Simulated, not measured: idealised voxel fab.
process module | voxel double patterning
cross-section cut | 290 nm wide | cells 5 nm
A cross-section is a grid of square cells, given in bands from the top down. A band is one or more rows of cells.
Each band's line starts with the height of the band's top and of its bottom, in nm. Then come its materials from left to right, each with its width in nm. One material with "throughout" fills the band from edge to edge. "air" is empty space.
Height 0 is the level under which the wafer as received is all one material. The lowest band goes on downwards, as in "0 down".
A width such as "30 to 40" changes by the same amount from each row of cells to the next, from the band's top row to its bottom row.
"no change" after a step means that no cell of the cross-section changed.
closed voids: empty space of 8 cells or more with no open way to the top, each as width x height at its distance from the left edge, in nm
after a step's settings: what the simulator itself notes on the step
overlay nm, on a step with a mask: how far to the right of its planned place the mask lay; to the left if negative
plan
1 op RECEIVE | material Si
2 op CONFORMAL_DEP | material SiO2 | thk nm 5
3 op DIRECTIONAL_DEP | material TiN | thk nm 10
4 op DIRECTIONAL_DEP | material SiCN | thk nm 5
5 op MASKED_ETCH | tone open | mask id FIRST | width nm 15 | pitch nm 50 | etch materials SiCN | depth nm 5 | overlay nm 0
6 op MASKED_ETCH | tone open | mask id SECOND | width nm 15 | pitch nm 50 | etch materials SiCN | depth nm 5 | overlay nm 0
7 op DIRECTIONAL_ETCH | etch materials TiN | depth nm 10
8 op STRIP | etch materials SiCN
varied across the wafers: thk nm of step 4. The plan shows the first wafer's value. All wafers start alike
first wafer as received, after step 1
  0 down: Si throughout
  closed voids: none
first wafer at the end, after step 8
  15 to 5: TiN 85 | air 15 | TiN 10 | air 15 | TiN 10 | air 15 | TiN 10 | air 15 | TiN 10 | air 15 | TiN 90
  5 to 0: SiO2 throughout
  0 down: Si throughout
  closed voids: none
last wafer at the end
  15 to 5: TiN throughout
  5 to 0: SiO2 throughout
  0 down: Si throughout
  closed voids: none
each wafer at the end: cells of each material gained (+) or lost (-) since it was received, then its closed voids
thk nm 5 | +58 SiO2 | +86 TiN | closed voids: none
thk nm 10 | +58 SiO2 | +116 TiN | closed voids: none
thk nm 15 | +58 SiO2 | +116 TiN | closed voids: none
thk nm 20 | +58 SiO2 | +116 TiN | closed voids: none
